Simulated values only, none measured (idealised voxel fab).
process module | voxel lift off
cross-section cut | 280 nm wide | cells 5 nm
A cross-section is a grid of square cells, given in bands from the top down. A band is one or more rows of cells.
Each band's line starts with the height of the band's top and of its bottom, in nm. Then come its materials from left to right, each with its width in nm. One material with "throughout" fills the band from edge to edge. "air" is empty space.
Height 0 is the level under which the wafer as received is all one material. The lowest band goes on downwards, as in "0 down".
A width such as "30 to 40" changes by the same amount from each row of cells to the next, from the band's top row to its bottom row.
"no change" after a step means that no cell of the cross-section changed.
closed voids: empty space of 8 cells or more with no open way to the top, each as width x height at its distance from the left edge, in nm
after a step's settings: what the simulator itself notes on the step
overlay nm, on a step with a mask: how far to the right of its planned place the mask lay; to the left if negative
plan
1 op RECEIVE | material Si
2 op CONFORMAL_DEP | material SiN | thk nm 10
3 op PATTERN | tone open | mask id LINES | material resist | width nm 20 | pitch nm 45 | thk nm 20 | overlay nm 0
4 op DIRECTIONAL_DEP | material Ru | thk nm 10
5 op STRIP | etch materials resist
6 op CONFORMAL_DEP | material SiO2 | thk nm 10
varied across the wafers: width nm of step 3. The plan shows the first wafer's value. All wafers start alike
first wafer as received, after step 1
  0 down: Si throughout
  closed voids: none
each wafer at the end: cells of each material gained (+) or lost (-) since it was received, then its closed voids
width nm 20 | +32 Ru | +112 SiN | +144 SiO2 | closed voids: none
width nm 25 | +40 Ru | +112 SiN | +144 SiO2 | closed voids: none
width nm 30 | +48 Ru | +112 SiN | +138 SiO2 | closed voids: none
